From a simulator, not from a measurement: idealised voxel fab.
Title: Process Module voxel capacitor over wiring
cross-section cut | 250 nm wide | cells 5 nm
Cross-section format: a grid of square cells, given as bands from top to bottom; each band is one or more rows of cells. The entry gives the band's vertical extent as a top height and a bottom height in nm, then its horizontal make-up as materials from left to right, each with a width in nm. "empty" stands for empty space; a single material marked "throughout" fills the band edge to edge. Heads up on the height convention: 0 is the point under which the incoming wafer is all one material, and the lowest band has no bottom, it just keeps going down, like "0 and below". The width entry "30 to 40" should be interpreted row by row: the top row of cells in the band takes the first number, the bottom row takes the second number, and the change between adjacent rows is uniform throughout. Basically "nothing different" means that step didn't change any cell in the cross-section. Enclosed voids (no open way to top), threshold 8 cells or more, entry "Closed void inventory", notation width x height at distance, distance from left edge, nm. The remark found on a step's line after its settings is issued by the simulator itself and pertains to that step. overlay nm: for a step with a mask, the amount by which the mask lay right of where it was planned; a negative amount means left of it.
Steps planned for the process
- 1: RECEIVE,material Si
- 2: CONFORMAL_DEP,material SiO2,thk nm 10
- 3: CONFORMAL_DEP,material SiN,thk nm 5
- 4: DIRECTIONAL_DEP,material lowk,thk nm 20
- 5: PATTERN,tone open,mask id METAL_1,material resist,width nm 20,pitch nm 90,thk nm 15,overlay nm 0
- 6: DIRECTIONAL_ETCH,etch materials lowk,depth nm 20
- 7: DIRECTIONAL_ETCH,etch materials SiN,depth nm 5
- 8: STRIP,etch materials resist
- 9: CONFORMAL_DEP,material TiN,thk nm 5
- 10: FILL_DEP,material Ru,thk nm 10
- 11: CMP,height nm 35
- 12: EPI,material Ru,thk nm 5
- 13: FILL_DEP,material SiCN,thk nm 5
- 14: DIRECTIONAL_DEP,material SiO2,thk nm 15
- 15: PATTERN,tone open,mask id PLUG_1,material resist,width nm 15,thk nm 15,overlay nm 0
- 16: DIRECTIONAL_ETCH,etch materials SiO2,depth nm 15
- 17: DIRECTIONAL_ETCH,etch materials SiCN,depth nm 5
- 18: STRIP,etch materials resist
- 19: EPI,material Ru,thk nm 10
- 20: EPI,material Ru,thk nm 10
- 21: DIRECTIONAL_DEP,material TiN,thk nm 10
- 22: DIRECTIONAL_DEP,material SiN,thk nm 5
- 23: DIRECTIONAL_DEP,material TiN,thk nm 10
- 24: PATTERN,tone cover,mask id UPPER_PLATE,material resist,width nm 75,thk nm 20,overlay nm 0
- 25: DIRECTIONAL_ETCH,etch materials TiN,depth nm 10
- 26: DIRECTIONAL_ETCH,etch materials SiN,depth nm 5
- 27: STRIP,etch materials resist
- 28: PATTERN,tone cover,mask id LOWER_PLATE,material resist,width nm 85,thk nm 15,overlay nm 0
- 29: DIRECTIONAL_ETCH,etch materials TiN,depth nm 10
- 30: STRIP,etch materials resist
- 31: FILL_DEP,material SiO2,thk nm 15
- 32: CMP,height nm 95
- 33: PATTERN,tone open,mask id PLUG_2,material resist,width nm 15,thk nm 15,overlay nm 0
- 34: DIRECTIONAL_ETCH,etch materials SiO2,depth nm 10
- 35: STRIP,etch materials resist
- 36: CONFORMAL_DEP,material TiN,thk nm 5
- 37: FILL_DEP,material Ru,thk nm 5
- 38: CMP,height nm 95
- 39: CONFORMAL_DEP,material SiN,thk nm 5
Cross-section of the wafer as it came to us, i.e., already through step 1
* 0 and below: Si throughout
* Closed void inventory: none
Starting wafer: above. Plan: above. Run: one mistake. Cross-section after the module: below
* 100 down to 95: SiN throughout
* 95 down to 90: SiO2 (85); TiN (5); Ru (5); TiN (5); SiO2 (150)
* 90 down to 85: SiO2 (85); TiN (15); SiO2 (150)
* 85 down to 75: SiO2 (75); TiN (75); SiO2 (100)
* 75 down to 70: SiO2 (75); SiN (75); SiO2 (100)
* 70 down to 60: SiO2 (70); TiN (85); SiO2 (95)
* 60 down to 45: SiO2 (75); Ru (15); SiO2 (160)
* 45 down to 40: SiCN (75); Ru (15); SiCN (160)
* 40 down to 35: SiCN (65); Ru (30); SiCN (60); Ru (30); SiCN (65)
* 35 down to 30: SiN (70); TiN (20); SiN (70); TiN (20); SiN (70)
* 30 down to 10: lowk throughout
* 10 down to 0: SiO2 throughout
* 0 and below: Si throughout
* Closed void inventory: none
What went wrong in running the wafer? swap of plan steps 3 and 4 during execution
